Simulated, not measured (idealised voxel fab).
process module | voxel lift off
cross-section cut | 165 nm wide | cells 5 nm
A cross-section is a grid of square cells, given in bands from the top down. A band is one or more rows of cells.
Each band's line starts with the height of the band's top and of its bottom, in nm. Then come its materials from left to right, each with its width in nm. One material with "throughout" fills the band from edge to edge. "air" is empty space.
Height 0 is the level under which the wafer as received is all one material. The lowest band goes on downwards, as in "0 down".
A width such as "30 to 40" changes by the same amount from each row of cells to the next, from the band's top row to its bottom row.
"no change" after a step means that no cell of the cross-section changed.
closed voids: empty space of 8 cells or more with no open way to the top, each as width x height at its distance from the left edge, in nm
after a step's settings: what the simulator itself notes on the step
overlay nm, on a step with a mask: how far to the right of its planned place the mask lay; to the left if negative
plan
1 op RECEIVE | material Si
2 op CONFORMAL_DEP | material SiO2 | thk nm 15
3 op PATTERN | tone open | mask id LINES | material resist | width nm 30 | pitch nm 45 | thk nm 25 | overlay nm 0
4 op DIRECTIONAL_DEP | material Ru | thk nm 10
5 op STRIP | etch materials resist
6 op CONFORMAL_DEP | material SiO2 | thk nm 10
as received, after step 1
  0 down: Si throughout
  closed voids: none
first wafer at the end, as planned
  35 to 25: air 10 | SiO2 140 | air 15
  25 to 15: SiO2 20 | Ru 30 | SiO2 15 | Ru 30 | SiO2 15 | Ru 30 | SiO2 25
  15 to 0: SiO2 throughout
  0 down: Si throughout
  closed voids: none
second wafer at the end: like start, like plan, one mistake
  35 to 25: SiO2 30 | air 10 | SiO2 35 | air 10 | SiO2 35 | air 10 | SiO2 35
  25 to 15: Ru 20 | SiO2 30 | Ru 15 | SiO2 30 | Ru 15 | SiO2 30 | Ru 25
  15 to 0: SiO2 throughout
  0 down: Si throughout
  closed voids: none
what went wrong: step 3 ran as: op PATTERN | tone cover | mask id LINES | material resist | width nm 30 | pitch nm 45 | thk nm 25 | overlay nm 0
at the end the second wafer has, in cells: 6 fewer of Ru | 4 more of SiO2
